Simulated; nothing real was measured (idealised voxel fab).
process module | voxel released beams
cross-section cut | 145 nm wide | cells 5 nm
A cross-section is a grid of square cells, given in bands from the top down. A band is one or more rows of cells.
Each band's line starts with the height of the band's top and of its bottom, in nm. Then come its materials from left to right, each with its width in nm. One material with "throughout" fills the band from edge to edge. "air" is empty space.
Height 0 is the level under which the wafer as received is all one material. The lowest band goes on downwards, as in "0 down".
A width such as "30 to 40" changes by the same amount from each row of cells to the next, from the band's top row to its bottom row.
"no change" after a step means that no cell of the cross-section changed.
closed voids: empty space of 8 cells or more with no open way to the top, each as width x height at its distance from the left edge, in nm
after a step's settings: what the simulator itself notes on the step
overlay nm, on a step with a mask: how far to the right of its planned place the mask lay; to the left if negative
Each pair below shows a cross-section before one step and the cross-section after it, down to the lowest band that changed. The line under each pair gives the step between them, with its settings. The pairs can come from different runs of this module on the same starting wafer, so a pair continues from the pair above only where its "before" says so.
before
  0 down: Si throughout
  closed voids: none
after
  5 to 0: Al2O3 throughout
  below 0: unchanged
  closed voids: none
the step between: op CONFORMAL_DEP | material Al2O3 | thk nm 5
before: the cross-section after the pair above
after
  20 to 5: SiO2 throughout
  below 5: unchanged
  closed voids: none
the step between: op DIRECTIONAL_DEP | material SiO2 | thk nm 15
before: the cross-section after the pair above
after
  30 to 20: aC throughout
  below 20: unchanged
  closed voids: none
the step between: op DIRECTIONAL_DEP | material aC | thk nm 10
before: the cross-section after the pair above
after
  60 to 30: resist 30 | air 30 | resist 85
  below 30: unchanged
  closed voids: none
the step between: op PATTERN | tone open | mask id ANCHOR | material resist | width nm 30 | thk nm 30 | overlay nm 0
before: the cross-section after the pair above
after
  50 to 30: resist 30 | air 30 | resist 85
  30 to 20: aC 30 | air 30 | aC 85
  below 20: unchanged
  closed voids: none
the step between: op DIRECTIONAL_ETCH | etch materials aC | depth nm 10
before: the cross-section after the pair above
after
  30 to 20: aC 30 | air 30 | aC 85
  below 20: unchanged
  closed voids: none
the step between: op STRIP | etch materials resist
before: the cross-section after the pair above
after
  30 to 20: aC 30 | air 30 | aC 85
  20 to 5: SiO2 30 | air 30 | SiO2 85
  below 5: unchanged
  closed voids: none
the step between: op DIRECTIONAL_ETCH | etch materials SiO2 | depth nm 15
before: the cross-section after the pair above
after
  20 to 5: SiO2 30 | air 30 | SiO2 85
  below 5: unchanged
  closed voids: none
the step between: op STRIP | etch materials aC
before: the cross-section after the pair above
after
  30 to 20: SiN 40 | air 10 | SiN 95
  20 to 15: SiO2 30 | SiN 10 | air 10 | SiN 10 | SiO2 85
  15 to 5: SiO2 30 | SiN 30 | SiO2 85
  below 5: unchanged
  closed voids: none
the step between: op CONFORMAL_DEP | material SiN | thk nm 10
before: the cross-section after the pair above
after
  45 to 30: aC 40 | air 10 | aC 95
  30 to 20: SiN 40 | aC 10 | SiN 95
  20 to 15: SiO2 30 | SiN 10 | aC 10 | SiN 10 | SiO2 85
  below 15: unchanged
  closed voids: none
the step between: op DIRECTIONAL_DEP | material aC | thk nm 15
before: the cross-section after the pair above
after
  80 to 45: air 25 | resist 90 | air 30
  45 to 30: aC 40 | resist 10 | aC 95
  below 30: unchanged
  closed voids: none
the step between: op PATTERN | tone cover | mask id BEAM | material resist | width nm 90 | thk nm 35 | overlay nm 0
before: the cross-section after the pair above
after
  65 to 45: air 25 | resist 90 | air 30
  45 to 30: air 25 | aC 15 | resist 10 | aC 65 | air 30
  below 30: unchanged
  closed voids: none
the step between: op DIRECTIONAL_ETCH | etch materials aC | depth nm 15
before: the cross-section after the pair above
after
  45 to 30: air 25 | aC 15 | air 10 | aC 65 | air 30
  below 30: unchanged
  closed voids: none
the step between: op STRIP | etch materials resist
before: the cross-section after the pair above
after
  45 to 30: air 25 | aC 15 | air 10 | aC 65 | air 30
  30 to 20: air 25 | SiN 15 | aC 10 | SiN 65 | air 30
  below 20: unchanged
  closed voids: none
the step between: op DIRECTIONAL_ETCH | etch materials SiN | depth nm 10
before: the cross-section after the pair above
after
  30 to 20: air 25 | SiN 15 | air 10 | SiN 65 | air 30
  20 to 15: SiO2 30 | SiN 10 | air 10 | SiN 10 | SiO2 85
  below 15: unchanged
  closed voids: none
the step between: op STRIP | etch materials aC
before: the cross-section after the pair above
after
  30 to 20: air 25 | SiN 15 | air 10 | SiN 65 | air 30
  20 to 15: air 30 | SiN 10 | air 10 | SiN 10 | air 85
  15 to 5: air 30 | SiN 30 | air 85
  below 5: unchanged
  closed voids: none
the step between: op STRIP | etch materials SiO2
before
  0 down: Si throughout
  closed voids: none
after
  15 to 0: SiO2 throughout
  below 0: unchanged
  closed voids: none
the step between: op DIRECTIONAL_DEP | material SiO2 | thk nm 15
before: the cross-section after the pair above
after
  25 to 15: aC throughout
  below 15: unchanged
  closed voids: none
the step between: op DIRECTIONAL_DEP | material aC | thk nm 10
before: the cross-section after the pair above
after
  55 to 25: resist 30 | air 30 | resist 85
  below 25: unchanged
  closed voids: none
the step between: op PATTERN | tone open | mask id ANCHOR | material resist | width nm 30 | thk nm 30 | overlay nm 0
before: the cross-section after the pair above
after
  45 to 25: resist 30 | air 30 | resist 85
  25 to 15: aC 30 | air 30 | aC 85
  below 15: unchanged
  closed voids: none
the step between: op DIRECTIONAL_ETCH | etch materials aC | depth nm 10
before: the cross-section after the pair above
after
  25 to 15: aC 30 | air 30 | aC 85
  below 15: unchanged
  closed voids: none
the step between: op STRIP | etch materials resist
before: the cross-section after the pair above
after
  25 to 15: aC 30 | air 30 | aC 85
  15 to 0: SiO2 30 | air 30 | SiO2 85
  below 0: unchanged
  closed voids: none
the step between: op DIRECTIONAL_ETCH | etch materials SiO2 | depth nm 15
before: the cross-section after the pair above
after
  15 to 0: SiO2 30 | air 30 | SiO2 85
  below 0: unchanged
  closed voids: none
the step between: op STRIP | etch materials aC
before: the cross-section after the pair above
after
  25 to 15: SiN 40 | air 10 | SiN 95
  15 to 10: SiO2 30 | SiN 10 | air 10 | SiN 10 | SiO2 85
  10 to 0: SiO2 30 | SiN 30 | SiO2 85
  below 0: unchanged
  closed voids: none
the step between: op CONFORMAL_DEP | material SiN | thk nm 10
before: the cross-section after the pair above
after
  40 to 25: aC 40 | air 10 | aC 95
  25 to 15: SiN 40 | aC 10 | SiN 95
  15 to 10: SiO2 30 | SiN 10 | aC 10 | SiN 10 | SiO2 85
  below 10: unchanged
  closed voids: none
the step between: op DIRECTIONAL_DEP | material aC | thk nm 15
before: the cross-section after the pair above
after
  75 to 40: air 25 | resist 90 | air 30
  40 to 25: aC 40 | resist 10 | aC 95
  below 25: unchanged
  closed voids: none
the step between: op PATTERN | tone cover | mask id BEAM | material resist | width nm 90 | thk nm 35 | overlay nm 0
before: the cross-section after the pair above
after
  60 to 40: air 25 | resist 90 | air 30
  40 to 25: air 25 | aC 15 | resist 10 | aC 65 | air 30
  below 25: unchanged
  closed voids: none
the step between: op DIRECTIONAL_ETCH | etch materials aC | depth nm 15
before: the cross-section after the pair above
after
  40 to 25: air 25 | aC 15 | air 10 | aC 65 | air 30
  below 25: unchanged
  closed voids: none
the step between: op STRIP | etch materials resist
before: the cross-section after the pair above
after
  40 to 25: air 25 | aC 15 | air 10 | aC 65 | air 30
  25 to 15: air 25 | SiN 15 | aC 10 | SiN 65 | air 30
  below 15: unchanged
  closed voids: none
the step between: op DIRECTIONAL_ETCH | etch materials SiN | depth nm 10
before: the cross-section after the pair above
after
  25 to 15: air 25 | SiN 15 | air 10 | SiN 65 | air 30
  15 to 10: SiO2 30 | SiN 10 | air 10 | SiN 10 | SiO2 85
  below 10: unchanged
  closed voids: none
the step between: op STRIP | etch materials aC
before: the cross-section after the pair above
after
  25 to 15: air 25 | SiN 15 | air 10 | SiN 65 | air 30
  15 to 10: air 30 | SiN 10 | air 10 | SiN 10 | air 85
  10 to 0: air 30 | SiN 30 | air 85
  below 0: unchanged
  closed voids: none
the step between: op STRIP | etch materials SiO2
before
  15 to 0: SiO2 throughout
  0 down: Si throughout
  closed voids: none
after
  20 to 15: Al2O3 throughout
  below 15: unchanged
  closed voids: none
the step between: op CONFORMAL_DEP | material Al2O3 | thk nm 5
before: the cross-section after the pair above
after
  30 to 20: aC throughout
  below 20: unchanged
  closed voids: none
the step between: op DIRECTIONAL_DEP | material aC | thk nm 10
before: the cross-section after the pair above
after
  60 to 30: resist 30 | air 30 | resist 85
  below 30: unchanged
  closed voids: none
the step between: op PATTERN | tone open | mask id ANCHOR | material resist | width nm 30 | thk nm 30 | overlay nm 0
before: the cross-section after the pair above
after
  50 to 30: resist 30 | air 30 | resist 85
  30 to 20: aC 30 | air 30 | aC 85
  below 20: unchanged
  closed voids: none
the step between: op DIRECTIONAL_ETCH | etch materials aC | depth nm 10
before: the cross-section after the pair above
after
  30 to 20: aC 30 | air 30 | aC 85
  below 20: unchanged
  closed voids: none
the step between: op STRIP | etch materials resist
before: the cross-section after the pair above
after
  20 to 15: Al2O3 throughout
  below 15: unchanged
  closed voids: none
the step between: op STRIP | etch materials aC
before: the cross-section after the pair above
after
  30 to 20: SiN throughout
  below 20: unchanged
  closed voids: none
the step between: op CONFORMAL_DEP | material SiN | thk nm 10
before: the cross-section after the pair above
after
  45 to 30: aC throughout
  below 30: unchanged
  closed voids: none
the step between: op DIRECTIONAL_DEP | material aC | thk nm 15
before: the cross-section after the pair above
after
  80 to 45: air 25 | resist 90 | air 30
  below 45: unchanged
  closed voids: none
the step between: op PATTERN | tone cover | mask id BEAM | material resist | width nm 90 | thk nm 35 | overlay nm 0
before: the cross-section after the pair above
after
  65 to 45: air 25 | resist 90 | air 30
  45 to 30: air 25 | aC 90 | air 30
  below 30: unchanged
  closed voids: none
the step between: op DIRECTIONAL_ETCH | etch materials aC | depth nm 15
before: the cross-section after the pair above
after
  45 to 30: air 25 | aC 90 | air 30
  below 30: unchanged
  closed voids: none
the step between: op STRIP | etch materials resist
before: the cross-section after the pair above
after
  45 to 30: air 25 | aC 90 | air 30
  30 to 20: air 25 | SiN 90 | air 30
  below 20: unchanged
  closed voids: none
the step between: op DIRECTIONAL_ETCH | etch materials SiN | depth nm 10
before: the cross-section after the pair above
after
  30 to 20: air 25 | SiN 90 | air 30
  below 20: unchanged
  closed voids: none
the step between: op STRIP | etch materials aC
before
  45 to 30: air 25 | aC 15 | air 10 | aC 65 | air 30
  30 to 20: SiN 40 | aC 10 | SiN 95
  20 to 15: SiO2 30 | SiN 10 | aC 10 | SiN 10 | SiO2 85
  15 to 5: SiO2 30 | SiN 30 | SiO2 85
  5 to 0: Al2O3 throughout
  0 down: Si throughout
  closed voids: none
after
  45 to 30: air 25 | aC 15 | air 10 | aC 65 | air 30
  30 to 25: air 25 | SiN 15 | aC 10 | SiN 65 | air 30
  below 25: unchanged
  closed voids: none
the step between: op DIRECTIONAL_ETCH | etch materials SiN | depth nm 5
before: the cross-section after the pair above
after
  30 to 25: air 25 | SiN 15 | air 10 | SiN 65 | air 30
  25 to 20: SiN 40 | air 10 | SiN 95
  20 to 15: SiO2 30 | SiN 10 | air 10 | SiN 10 | SiO2 85
  below 15: unchanged
  closed voids: none
the step between: op STRIP | etch materials aC
before
  45 to 30: aC 40 | air 10 | aC 95
  30 to 20: SiN 40 | aC 10 | SiN 95
  20 to 15: SiO2 30 | SiN 10 | aC 10 | SiN 10 | SiO2 85
  15 to 5: SiO2 30 | SiN 30 | SiO2 85
  5 to 0: Al2O3 throughout
  0 down: Si throughout
  closed voids: none
after
  80 to 45: air 20 | resist 100 | air 25
  45 to 30: aC 40 | resist 10 | aC 95
  below 30: unchanged
  closed voids: none
the step between: op PATTERN | tone cover | mask id BEAM | material resist | width nm 100 | thk nm 35 | overlay nm 0
before: the cross-section after the pair above
after
  65 to 45: air 20 | resist 100 | air 25
  45 to 30: air 20 | aC 20 | resist 10 | aC 70 | air 25
  below 30: unchanged
  closed voids: none
the step between: op DIRECTIONAL_ETCH | etch materials aC | depth nm 15
before: the cross-section after the pair above
after
  45 to 30: air 20 | aC 20 | air 10 | aC 70 | air 25
  below 30: unchanged
  closed voids: none
the step between: op STRIP | etch materials resist
before: the cross-section after the pair above
after
  45 to 30: air 20 | aC 20 | air 10 | aC 70 | air 25
  30 to 20: air 20 | SiN 20 | aC 10 | SiN 70 | air 25
  below 20: unchanged
  closed voids: none
the step between: op DIRECTIONAL_ETCH | etch materials SiN | depth nm 10
before: the cross-section after the pair above
after
  30 to 20: air 20 | SiN 20 | air 10 | SiN 70 | air 25
  20 to 15: SiO2 30 | SiN 10 | air 10 | SiN 10 | SiO2 85
  below 15: unchanged
  closed voids: none
the step between: op STRIP | etch materials aC
before: the cross-section after the pair above
after
  30 to 20: air 20 | SiN 20 | air 10 | SiN 70 | air 25
  20 to 15: air 30 | SiN 10 | air 10 | SiN 10 | air 85
  15 to 5: air 30 | SiN 30 | air 85
  below 5: unchanged
  closed voids: none
the step between: op STRIP | etch materials SiO2
before
  45 to 30: aC 40 | air 10 | aC 95
  30 to 20: SiN 40 | aC 10 | SiN 95
  20 to 15: SiO2 30 | SiN 10 | aC 10 | SiN 10 | SiO2 85
  15 to 5: SiO2 30 | SiN 30 | SiO2 85
  5 to 0: Al2O3 throughout
  0 down: Si throughout
  closed voids: none
after
  80 to 45: air 15 | resist 90 | air 40
  45 to 30: aC 40 | resist 10 | aC 95
  below 30: unchanged
  closed voids: none
the step between: op PATTERN | tone cover | mask id BEAM | material resist | width nm 90 | thk nm 35 | overlay nm -10
before: the cross-section after the pair above
after
  65 to 45: air 15 | resist 90 | air 40
  45 to 30: air 15 | aC 25 | resist 10 | aC 55 | air 40
  below 30: unchanged
  closed voids: none
the step between: op DIRECTIONAL_ETCH | etch materials aC | depth nm 15
before: the cross-section after the pair above
after
  45 to 30: air 15 | aC 25 | air 10 | aC 55 | air 40
  below 30: unchanged
  closed voids: none
the step between: op STRIP | etch materials resist
before: the cross-section after the pair above
after
  45 to 30: air 15 | aC 25 | air 10 | aC 55 | air 40
  30 to 20: air 15 | SiN 25 | aC 10 | SiN 55 | air 40
  below 20: unchanged
  closed voids: none
the step between: op DIRECTIONAL_ETCH | etch materials SiN | depth nm 10
before: the cross-section after the pair above
after
  30 to 20: air 15 | SiN 25 | air 10 | SiN 55 | air 40
  20 to 15: SiO2 30 | SiN 10 | air 10 | SiN 10 | SiO2 85
  below 15: unchanged
  closed voids: none
the step between: op STRIP | etch materials aC
before: the cross-section after the pair above
after
  30 to 20: air 15 | SiN 25 | air 10 | SiN 55 | air 40
  20 to 15: air 30 | SiN 10 | air 10 | SiN 10 | air 85
  15 to 5: air 30 | SiN 30 | air 85
  below 5: unchanged
  closed voids: none
the step between: op STRIP | etch materials SiO2
before
  20 to 5: SiO2 throughout
  5 to 0: Al2O3 throughout
  0 down: Si throughout
  closed voids: none
after
  30 to 20: SiN throughout
  below 20: unchanged
  closed voids: none
the step between: op DIRECTIONAL_DEP | material SiN | thk nm 10
before: the cross-section after the pair above
after
  60 to 30: resist 30 | air 30 | resist 85
  below 30: unchanged
  closed voids: none
the step between: op PATTERN | tone open | mask id ANCHOR | material resist | width nm 30 | thk nm 30 | overlay nm 0
before: the cross-section after the pair above
after
  50 to 30: resist 30 | air 30 | resist 85
  below 30: unchanged
  closed voids: none
the step between: op DIRECTIONAL_ETCH | etch materials aC | depth nm 10
before: the cross-section after the pair above
after
  30 to 20: SiN throughout
  below 20: unchanged
  closed voids: none
the step between: op STRIP | etch materials resist
before: the cross-section after the pair above
after
  40 to 20: SiN throughout
  below 20: unchanged
  closed voids: none
the step between: op CONFORMAL_DEP | material SiN | thk nm 10
before: the cross-section after the pair above
after
  55 to 40: aC throughout
  below 40: unchanged
  closed voids: none
the step between: op DIRECTIONAL_DEP | material aC | thk nm 15
before: the cross-section after the pair above
after
  90 to 55: air 25 | resist 90 | air 30
  below 55: unchanged
  closed voids: none
the step between: op PATTERN | tone cover | mask id BEAM | material resist | width nm 90 | thk nm 35 | overlay nm 0
before: the cross-section after the pair above
after
  75 to 55: air 25 | resist 90 | air 30
  55 to 40: air 25 | aC 90 | air 30
  below 40: unchanged
  closed voids: none
the step between: op DIRECTIONAL_ETCH | etch materials aC | depth nm 15
before: the cross-section after the pair above
after
  55 to 40: air 25 | aC 90 | air 30
  below 40: unchanged
  closed voids: none
the step between: op STRIP | etch materials resist
before: the cross-section after the pair above
after
  55 to 40: air 25 | aC 90 | air 30
  40 to 30: air 25 | SiN 90 | air 30
  below 30: unchanged
  closed voids: none
the step between: op DIRECTIONAL_ETCH | etch materials SiN | depth nm 10
before: the cross-section after the pair above
after
  40 to 30: air 25 | SiN 90 | air 30
  below 30: unchanged
  closed voids: none
the step between: op STRIP | etch materials aC
before
  30 to 20: aC throughout
  20 to 5: SiO2 throughout
  5 to 0: Al2O3 throughout
  0 down: Si throughout
  closed voids: none
after
  60 to 30: air 30 | resist 30 | air 85
  below 30: unchanged
  closed voids: none
the step between: op PATTERN | tone cover | mask id ANCHOR | material resist | width nm 30 | thk nm 30 | overlay nm 0
before: the cross-section after the pair above
after
  50 to 30: air 30 | resist 30 | air 85
  30 to 20: air 30 | aC 30 | air 85
  below 20: unchanged
  closed voids: none
the step between: op DIRECTIONAL_ETCH | etch materials aC | depth nm 10
before: the cross-section after the pair above
after
  30 to 20: air 30 | aC 30 | air 85
  below 20: unchanged
  closed voids: none
the step between: op STRIP | etch materials resist
before: the cross-section after the pair above
after
  30 to 20: air 30 | aC 30 | air 85
  20 to 5: air 30 | SiO2 30 | air 85
  below 5: unchanged
  closed voids: none
the step between: op DIRECTIONAL_ETCH | etch materials SiO2 | depth nm 15
before: the cross-section after the pair above
after
  20 to 5: air 30 | SiO2 30 | air 85
  below 5: unchanged
  closed voids: none
the step between: op STRIP | etch materials aC
before: the cross-section after the pair above
after
  30 to 20: air 20 | SiN 50 | air 75
  20 to 15: air 20 | SiN 10 | SiO2 30 | SiN 10 | air 75
  15 to 5: SiN 30 | SiO2 30 | SiN 85
  below 5: unchanged
  closed voids: none
the step between: op CONFORMAL_DEP | material SiN | thk nm 10
before: the cross-section after the pair above
after
  45 to 30: air 20 | aC 50 | air 75
  30 to 20: aC 20 | SiN 50 | aC 75
  20 to 15: aC 20 | SiN 10 | SiO2 30 | SiN 10 | aC 75
  below 15: unchanged
  closed voids: none
the step between: op DIRECTIONAL_DEP | material aC | thk nm 15
before: the cross-section after the pair above
after
  80 to 45: air 25 | resist 90 | air 30
  45 to 30: air 20 | aC 50 | resist 45 | air 30
  below 30: unchanged
  closed voids: none
the step between: op PATTERN | tone cover | mask id BEAM | material resist | width nm 90 | thk nm 35 | overlay nm 0
before: the cross-section after the pair above
after
  65 to 45: air 25 | resist 90 | air 30
  45 to 30: air 25 | aC 45 | resist 45 | air 30
  30 to 20: air 20 | SiN 50 | aC 45 | air 30
  20 to 15: air 20 | SiN 10 | SiO2 30 | SiN 10 | aC 45 | air 30
  below 15: unchanged
  closed voids: none
the step between: op DIRECTIONAL_ETCH | etch materials aC | depth nm 15
before: the cross-section after the pair above
after
  45 to 30: air 25 | aC 45 | air 75
  below 30: unchanged
  closed voids: none
the step between: op STRIP | etch materials resist
before: the cross-section after the pair above
after
  45 to 30: air 25 | aC 45 | air 75
  30 to 20: air 25 | SiN 45 | aC 45 | air 30
  20 to 15: air 20 | SiN 10 | SiO2 30 | SiN 10 | aC 45 | air 30
  15 to 5: air 20 | SiN 10 | SiO2 30 | SiN 55 | air 30
  below 5: unchanged
  closed voids: none
the step between: op DIRECTIONAL_ETCH | etch materials SiN | depth nm 10
before: the cross-section after the pair above
after
  30 to 20: air 25 | SiN 45 | air 75
  20 to 15: air 20 | SiN 10 | SiO2 30 | SiN 10 | air 75
  below 15: unchanged
  closed voids: none
the step between: op STRIP | etch materials aC
